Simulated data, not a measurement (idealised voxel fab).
process module | voxel double patterning
cross-section cut | 240 nm wide | cells 5 nm
A cross-section is a grid of square cells, given in bands from the top down. A band is one or more rows of cells.
Each band's line starts with the height of the band's top and of its bottom, in nm. Then come its materials from left to right, each with its width in nm. One material with "throughout" fills the band from edge to edge. "air" is empty space.
Height 0 is the level under which the wafer as received is all one material. The lowest band goes on downwards, as in "0 down".
A width such as "30 to 40" changes by the same amount from each row of cells to the next, from the band's top row to its bottom row.
"no change" after a step means that no cell of the cross-section changed.
closed voids: empty space of 8 cells or more with no open way to the top, each as width x height at its distance from the left edge, in nm
after a step's settings: what the simulator itself notes on the step
overlay nm, on a step with a mask: how far to the right of its planned place the mask lay; to the left if negative
plan
1 op RECEIVE | material Si
2 op CONFORMAL_DEP | material SiO2 | thk nm 5
3 op DIRECTIONAL_DEP | material polySi | thk nm 15
4 op DIRECTIONAL_DEP | material SiCN | thk nm 5
5 op MASKED_ETCH | tone open | mask id FIRST | width nm 15 | pitch nm 50 | etch materials SiCN | depth nm 5 | overlay nm 0
6 op DIRECTIONAL_DEP | material aC | thk nm 10
7 op PATTERN | tone open | mask id SECOND | material resist | width nm 15 | pitch nm 50 | thk nm 25 | overlay nm 0
8 op DIRECTIONAL_ETCH | etch materials aC | depth nm 10
9 op STRIP | etch materials resist
10 op DIRECTIONAL_ETCH | etch materials SiCN | depth nm 5
11 op STRIP | etch materials aC
12 op DIRECTIONAL_ETCH | etch materials polySi | depth nm 15
13 op STRIP | etch materials SiCN
as received, after step 1
  0 down: Si throughout
  closed voids: none
first wafer at the end, as planned
  20 to 5: polySi 60 | air 15 | polySi 10 | air 15 | polySi 10 | air 15 | polySi 10 | air 15 | polySi 10 | air 15 | polySi 65
  5 to 0: SiO2 throughout
  0 down: Si throughout
  closed voids: none
second wafer at the end: like start, like plan, one mistake
  20 to 5: air 60 | polySi 15 | air 35 | polySi 15 | air 35 | polySi 15 | air 65
  5 to 0: SiO2 throughout
  0 down: Si throughout
  closed voids: none
what went wrong: step 5 ran as: op MASKED_ETCH | tone cover | mask id FIRST | width nm 15 | pitch nm 50 | etch materials SiCN | depth nm 5 | overlay nm 0
at the end the second wafer has, in cells: 72 fewer of polySi
